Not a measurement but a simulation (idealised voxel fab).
Presented below is a process module, voxel self aligned vias.
cross-section cut | 280 nm wide | cells 5 nm
Cross-sections here: square-cell grids, written as top-down lists of bands, a band being one or more rows of cells.
Heads up on the band format: heights come first, top then bottom, in nm. After that it's the materials left to right, each with its width in nm. A single material flagged "all across" fills the whole band edge to edge, and "blank" means there's empty space there.
Zero point of the height axis is 0; under it, received wafer = one material. Lowest band: continues down indefinitely, "0 and below".
With a width like "30->40", each row of cells in the band differs from the next by the same amount, the top row carrying the first number and the bottom row the second.
"remained the same" for a step: no cell of the cross-section changed in that step.
Reported under the label "Sealed voids" are the empty spaces having no open way to the top and comprising 8 cells or more; the notation for each is width x height at distance, in which the distance is measured from the left edge and all three values are in nm.
Step line, after settings: the simulator's comment on this step.
Each step line may optionally specify "overlay nm", which for a step with a mask gives the rightward distance between the mask's planned place and where it lay, a negative value indicating the leftward direction.
List of planned process steps:
1: RECEIVE, material Si
2: CONFORMAL_DEP, material SiO2, thk nm 10
3: CONFORMAL_DEP, material SiCN, thk nm 5
4: DIRECTIONAL_DEP, material lowk, thk nm 25
5: MASKED_ETCH, tone open, mask id LINES, width nm 20, pitch nm 50, etch materials lowk, depth nm 25, overlay nm 0
6: CONFORMAL_DEP, material TiN, thk nm 5
7: FILL_DEP, material Ru, thk nm 10
8: CMP, height nm 40
9: SELECTIVE_ETCH, etch materials W Ru TiN, depth nm 5
10: FILL_DEP, material SiN, thk nm 5
11: CMP, height nm 40
12: DIRECTIONAL_DEP, material lowk, thk nm 20
13: DIRECTIONAL_DEP, material aC, thk nm 15
14: PATTERN, tone open, mask id VIAS, material resist, width nm 30, pitch nm 100, thk nm 30, overlay nm 0
15: DIRECTIONAL_ETCH, etch materials aC, depth nm 15
16: STRIP, etch materials resist
17: DIRECTIONAL_ETCH, etch materials lowk, depth nm 20
18: DIRECTIONAL_ETCH, etch materials SiN, depth nm 5
19: STRIP, etch materials aC
20: CONFORMAL_DEP, material TiN, thk nm 5
21: FILL_DEP, material Ru, thk nm 5
22: CMP, height nm 60
23: CONFORMAL_DEP, material SiN, thk nm 5
Cross-section of the wafer upon arrival, representing the state reached after step 1:
    0 and below: Si all across
    Sealed voids: none
End-of-module cross-section of the first of two wafers, processed as planned:
    65 down to 60: SiN all across
    60 down to 45: 75 of lowk, then 5 of TiN, then 20 of Ru, then 5 of TiN, then 70 of lowk, then 5 of TiN, then 20 of Ru, then 5 of TiN, then 75 of lowk
    45 down to 40: 75 of lowk, then 10 of TiN, then 10 of Ru, then 10 of TiN, then 70 of lowk, then 10 of TiN, then 10 of Ru, then 10 of TiN, then 75 of lowk
    40 down to 35: 80 of lowk, then 20 of TiN, then 30 of lowk, then 20 of SiN, then 30 of lowk, then 20 of TiN, then 80 of lowk
    35 down to 20: 80 of lowk, then 5 of TiN, then 10 of Ru, then 5 of TiN, then 30 of lowk, then 5 of TiN, then 10 of Ru, then 5 of TiN, then 30 of lowk, then 5 of TiN, then 10 of Ru, then 5 of TiN, then 80 of lowk
    20 down to 15: 80 of lowk, then 20 of TiN, then 30 of lowk, then 20 of TiN, then 30 of lowk, then 20 of TiN, then 80 of lowk
    15 down to 10: SiCN all across
    10 down to 0: SiO2 all across
    0 and below: Si all across
    Sealed voids: none
What the second wafer looks like in cross-section once the module is done. Its start and its plan matched the first wafer's exactly; what differed was one mistake in how it was run:
    65 down to 60: SiN all across
    60 down to 45: 75 of lowk, then 5 of TiN, then 20 of Ru, then 5 of TiN, then 70 of lowk, then 5 of TiN, then 20 of Ru, then 5 of TiN, then 75 of lowk
    45 down to 40: 75 of lowk, then 10 of TiN, then 10 of Ru, then 10 of TiN, then 70 of lowk, then 10 of TiN, then 10 of Ru, then 10 of TiN, then 75 of lowk
    40 down to 35: 80 of lowk, then 20 of TiN, then 30 of lowk, then 20 of SiN, then 30 of lowk, then 20 of TiN, then 80 of lowk
    35 down to 20: 80 of lowk, then 5 of TiN, then 10 of Ru, then 5 of TiN, then 30 of lowk, then 5 of TiN, then 10 of Ru, then 5 of TiN, then 30 of lowk, then 5 of TiN, then 10 of Ru, then 5 of TiN, then 80 of lowk
    20 down to 15: 80 of lowk, then 20 of TiN, then 30 of lowk, then 20 of TiN, then 30 of lowk, then 20 of TiN, then 80 of lowk
    15 down to 5: SiO2 all across
    5 down to 0: SiCN all across
    0 and below: Si all across
    Sealed voids: none
What was done differently from what was planned? the intended sequence of steps 2 and 3 was reversed during processing, with each occupying the position of the other
Final wafers compared: equal cell tally per material, rearranged layout.
